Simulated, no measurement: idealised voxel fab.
process module | voxel ribs on slabs
cross-section cut | 285 nm wide | cells 5 nm
A cross-section is a grid of square cells, given in bands from the top down. A band is one or more rows of cells.
Each band's line starts with the height of the band's top and of its bottom, in nm. Then come its materials from left to right, each with its width in nm. One material with "throughout" fills the band from edge to edge. "air" is empty space.
Height 0 is the level under which the wafer as received is all one material. The lowest band goes on downwards, as in "0 down".
A width such as "30 to 40" changes by the same amount from each row of cells to the next, from the band's top row to its bottom row.
"no change" after a step means that no cell of the cross-section changed.
closed voids: empty space of 8 cells or more with no open way to the top, each as width x height at its distance from the left edge, in nm
after a step's settings: what the simulator itself notes on the step
overlay nm, on a step with a mask: how far to the right of its planned place the mask lay; to the left if negative
plan
1 op RECEIVE | material Si
2 op DIRECTIONAL_DEP | material SiO2 | thk nm 25
3 op DIRECTIONAL_DEP | material polySi | thk nm 25
4 op PATTERN | tone cover | mask id RIB | material resist | width nm 30 | thk nm 20 | overlay nm 0
5 op DIRECTIONAL_ETCH | etch materials polySi | depth nm 5
6 op STRIP | etch materials resist
7 op PATTERN | tone cover | mask id SLAB | material resist | width nm 90 | thk nm 15 | overlay nm 0
8 op DIRECTIONAL_ETCH | etch materials polySi | depth nm 20
9 op STRIP | etch materials resist
10 op FILL_DEP | material SiO2 | thk nm 20
11 op CMP | height nm 65
12 op DIRECTIONAL_DEP | material W | thk nm 10
13 op MASKED_ETCH | tone cover | mask id HEATER | width nm 40 | etch materials W | depth nm 10 | overlay nm 0
14 op CONFORMAL_DEP | material SiO2 | thk nm 10
first wafer, as planned
as received, after step 1
  0 down: Si throughout
  closed voids: none
after step 2
  25 to 0: SiO2 throughout
  below 0: unchanged
after step 3
  50 to 25: polySi throughout
  below 25: unchanged
after step 4
  70 to 50: air 125 | resist 30 | air 130
  below 50: unchanged
after step 5
  70 to 50: air 125 | resist 30 | air 130
  50 to 45: air 125 | polySi 30 | air 130
  below 45: unchanged
after step 6
  50 to 45: air 125 | polySi 30 | air 130
  below 45: unchanged
after step 7
  65 to 50: air 95 | resist 90 | air 100
  50 to 45: air 95 | resist 30 | polySi 30 | resist 30 | air 100
  below 45: unchanged
after step 8
  65 to 50: air 95 | resist 90 | air 100
  50 to 45: air 95 | resist 30 | polySi 30 | resist 30 | air 100
  45 to 25: air 95 | polySi 90 | air 100
  below 25: unchanged
after step 9
  50 to 45: air 125 | polySi 30 | air 130
  below 45: unchanged
after step 10
  70 to 50: SiO2 throughout
  50 to 45: SiO2 125 | polySi 30 | SiO2 130
  45 to 25: SiO2 95 | polySi 90 | SiO2 100
  below 25: unchanged
after step 11
  65 to 50: SiO2 throughout
  below 50: unchanged
after step 12
  75 to 65: W throughout
  below 65: unchanged
after step 13
  75 to 65: air 120 | W 40 | air 125
  below 65: unchanged
after step 14
  85 to 75: air 110 | SiO2 60 | air 115
  75 to 65: SiO2 120 | W 40 | SiO2 125
  below 65: unchanged
second wafer: like start, like plan, one mistake. Through step 3 it matches the first wafer
when step 4 should have ended
  70 to 50: air 130 | resist 20 | air 135
  below 50: unchanged
when step 5 should have ended
  70 to 50: air 130 | resist 20 | air 135
  50 to 45: air 130 | polySi 20 | air 135
  below 45: unchanged
when step 6 should have ended
  50 to 45: air 130 | polySi 20 | air 135
  below 45: unchanged
when step 7 should have ended
  65 to 50: air 95 | resist 90 | air 100
  50 to 45: air 95 | resist 35 | polySi 20 | resist 35 | air 100
  below 45: unchanged
when step 8 should have ended
  65 to 50: air 95 | resist 90 | air 100
  50 to 45: air 95 | resist 35 | polySi 20 | resist 35 | air 100
  45 to 25: air 95 | polySi 90 | air 100
  below 25: unchanged
when step 9 should have ended
  50 to 45: air 130 | polySi 20 | air 135
  below 45: unchanged
when step 10 should have ended
  70 to 50: SiO2 throughout
  50 to 45: SiO2 130 | polySi 20 | SiO2 135
  45 to 25: SiO2 95 | polySi 90 | SiO2 100
  below 25: unchanged
when step 11 should have ended
  65 to 50: SiO2 throughout
  below 50: unchanged
when step 12 should have ended
  75 to 65: W throughout
  below 65: unchanged
when step 13 should have ended
  75 to 65: air 120 | W 40 | air 125
  below 65: unchanged
when step 14 should have ended
  85 to 75: air 110 | SiO2 60 | air 115
  75 to 65: SiO2 120 | W 40 | SiO2 125
  below 65: unchanged
what went wrong: step 4 ran as: op PATTERN | tone cover | mask id RIB | material resist | width nm 20 | thk nm 20 | overlay nm 0
at the end the second wafer has, in cells: 2 more of SiO2 | 2 fewer of polySi
